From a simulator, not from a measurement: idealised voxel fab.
Process module name: voxel wiring stack
Square cells of 5 nm make up the cross-section cut, whose width is 255 nm.
Cross-section layout: square cells on a grid; listed as bands, top to bottom; a band spans one or more cell rows.
Band entry format. Leading values: height of top, height of bottom, nm. Remainder: materials in left-to-right order, each with its width in nm. Special words: "all across" on a single material, which then fills the band edge to edge; "empty", empty space.
Heads up on the height convention: 0 is the point under which the incoming wafer is all one material, and the lowest band has no bottom, it just keeps going down, like "top 0, no bottom".
Graded width ("30->40"): value in top row of band = first number; value in bottom row = second number; row-to-row change constant.
For the purposes of this document, the phrase "changes: none" attached to a step denotes that no cell within the cross-section was modified by that step.
This entry, "Voids, enclosed", enumerates those empty regions of no fewer than 8 cells that possess no open connection to the top. Each region is reported in the form width x height at distance, the distance being taken from the left edge, with all three quantities expressed in nm.
That trailing text on a step's line, after the settings, is the simulator's own remark on the step.
For masked steps, "overlay nm" on the step line gives how far right of plan the mask actually lay; a minus sign means it lay to the left.
**Intended process steps**
1) RECEIVE: material Si
2) CONFORMAL_DEP: material SiO2, thk nm 10
3) DIRECTIONAL_DEP: material TiN, thk nm 5
4) DIRECTIONAL_DEP: material Ru, thk nm 25
5) PATTERN: tone cover, mask id METAL_1, material resist, width nm 25, pitch nm 45, thk nm 20, overlay nm 0
6) DIRECTIONAL_ETCH: etch materials Ru, depth nm 25
7) DIRECTIONAL_ETCH: etch materials TiN, depth nm 5
8) STRIP: etch materials resist
9) CONFORMAL_DEP: material SiN, thk nm 5
10) FILL_DEP: material lowk, thk nm 5
11) CMP: height nm 40
12) CONFORMAL_DEP: material SiCN, thk nm 5
13) DIRECTIONAL_DEP: material lowk, thk nm 25
14) PATTERN: tone open, mask id METAL_2, material resist, width nm 25, pitch nm 45, thk nm 20, overlay nm 0
15) DIRECTIONAL_ETCH: etch materials lowk, depth nm 15
16) STRIP: etch materials resist
17) PATTERN: tone open, mask id METAL_2_HOLES, material resist, width nm 15, pitch nm 45, thk nm 20, overlay nm 0
18) DIRECTIONAL_ETCH: etch materials lowk, depth nm 10
19) DIRECTIONAL_ETCH: etch materials SiCN, depth nm 5
20) STRIP: etch materials resist
21) CONFORMAL_DEP: material TiN, thk nm 5
22) FILL_DEP: material Cu, thk nm 5
23) CMP: height nm 70
24) CONFORMAL_DEP: material SiN, thk nm 5
Wafer-to-wafer difference: thk nm, step 21. Common start. Plan = first wafer's value.
**As-received state after step 1, first of several wafers, cross-section**
top 0, no bottom | Si all across
Voids, enclosed: none
**End of module, by wafer: material-by-material cell gain (+) or loss (-) since receipt, then closed voids**
thk nm 5; +36 Cu; +100 Ru; +39 SiCN; +122 SiN; +102 SiO2; +80 TiN; +286 lowk; Voids, enclosed: none
thk nm 10; +4 Cu; +100 Ru; +39 SiCN; +122 SiN; +102 SiO2; +112 TiN; +286 lowk; Voids, enclosed: none
thk nm 15; +100 Ru; +39 SiCN; +122 SiN; +102 SiO2; +116 TiN; +286 lowk; Voids, enclosed: none
thk nm 20; +100 Ru; +39 SiCN; +122 SiN; +102 SiO2; +116 TiN; +286 lowk; Voids, enclosed: none
